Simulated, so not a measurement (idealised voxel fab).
Name of the process module below: voxel self aligned vias
The cross-section shown here is cut; it is 145 nm wide and divided into square cells measuring 5 nm on a side.
Reading order for cross-sections: top band down to bottom band. Underlying form: a grid of square cells. Band size: one or more rows of cells. Band: top height; bottom height; in nm. Then, left to right: material with width in nm, for each material. "everywhere": a single material spanning edge to edge. "blank": empty space. The reference from which all heights are counted is 0, the level beneath which the as-received wafer is entirely one material; the lowest band, having no lower bound, proceeds downward and is written after the example "z 0 and below". With a width like "30->40", each row of cells in the band differs from the next by the same amount, the top row carrying the first number and the bottom row the second. For the purposes of this document, the phrase "all unchanged" attached to a step denotes that no cell within the cross-section was modified by that step. Any empty space of 8 cells or more lacking an open way to the top shows up in "Sealed void listing" as width x height at distance, distance from the left edge, in nm. The remark found on a step's line after its settings is issued by the simulator itself and pertains to that step. overlay nm: step with mask; distance mask lay right of planned place; negative value = left of planned place.
## plan
| 1 | RECEIVE,material Si |
| 2 | CONFORMAL_DEP,material SiO2,thk nm 10 |
| 3 | CONFORMAL_DEP,material SiCN,thk nm 5 |
| 4 | DIRECTIONAL_DEP,material SiO2,thk nm 20 |
| 5 | MASKED_ETCH,tone open,mask id LINES,width nm 20,pitch nm 45,etch materials SiO2,depth nm 20,overlay nm 0 |
| 6 | CONFORMAL_DEP,material TiN,thk nm 5 |
| 7 | FILL_DEP,material W,thk nm 5 |
| 8 | CMP,height nm 35 |
| 9 | SELECTIVE_ETCH,etch materials W Ru TiN,depth nm 10 |
| 10 | FILL_DEP,material SiN,thk nm 10 |
| 11 | CMP,height nm 35 |
| 12 | DIRECTIONAL_DEP,material SiO2,thk nm 15 |
| 13 | PATTERN,tone open,mask id VIAS,material resist,width nm 30,thk nm 20,overlay nm 0 |
| 14 | DIRECTIONAL_ETCH,etch materials SiO2,depth nm 15 |
| 15 | DIRECTIONAL_ETCH,etch materials SiN,depth nm 10 |
| 16 | STRIP,etch materials resist |
| 17 | CONFORMAL_DEP,material TiN,thk nm 5 |
| 18 | FILL_DEP,material W,thk nm 5 |
| 19 | CMP,height nm 50 |
| 20 | CONFORMAL_DEP,material SiCN,thk nm 5 |
## Cross-section of the wafer at receipt, which is the condition after step 1
	z 0 and below  Si everywhere
	Sealed void listing: none
## Cross-section taken at module completion on the first of two wafers; processed per the plan
	z 55 to 50  SiCN everywhere
	z 50 to 40  35 SiO2 / 5 TiN / 20 W / 5 TiN / 80 SiO2
	z 40 to 35  35 SiO2 / 10 TiN / 10 W / 10 TiN / 80 SiO2
	z 35 to 30  40 SiO2 / 5 TiN / 10 W / 5 TiN / 25 SiO2 / 20 SiN / 40 SiO2
	z 30 to 25  40 SiO2 / 20 TiN / 25 SiO2 / 20 SiN / 40 SiO2
	z 25 to 20  40 SiO2 / 5 TiN / 10 W / 5 TiN / 25 SiO2 / 5 TiN / 10 W / 5 TiN / 40 SiO2
	z 20 to 15  40 SiO2 / 20 TiN / 25 SiO2 / 20 TiN / 40 SiO2
	z 15 to 10  SiCN everywhere
	z 10 to 0  SiO2 everywhere
	z 0 and below  Si everywhere
	Sealed void listing: none
## Wafer two, sectioned after the module: the first wafer's start, the first wafer's plan, and one mistake in how it was run
	z 55 to 50  SiCN everywhere
	z 50 to 35  35 SiO2 / 5 TiN / 20 W / 5 TiN / 80 SiO2
	z 35 to 30  35 SiO2 / 5 TiN / 20 W / 5 TiN / 20 SiO2 / 20 SiN / 40 SiO2
	z 30 to 25  35 SiO2 / 30 TiN / 20 SiO2 / 20 SiN / 40 SiO2
	z 25 to 20  40 SiO2 / 5 TiN / 10 W / 5 TiN / 25 SiO2 / 5 TiN / 10 W / 5 TiN / 40 SiO2
	z 20 to 15  40 SiO2 / 20 TiN / 25 SiO2 / 20 TiN / 40 SiO2
	z 15 to 10  SiCN everywhere
	z 10 to 0  SiO2 everywhere
	z 0 and below  Si everywhere
	Sealed void listing: none
Deviation from plan: for step 14, the planned setting was not used; the step was instead run as DIRECTIONAL_ETCH,etch materials SiO2,depth nm 25
Final cells, second wafer relative to first, materials higher or lower: 4 fewer of SiO2; 4 more of W
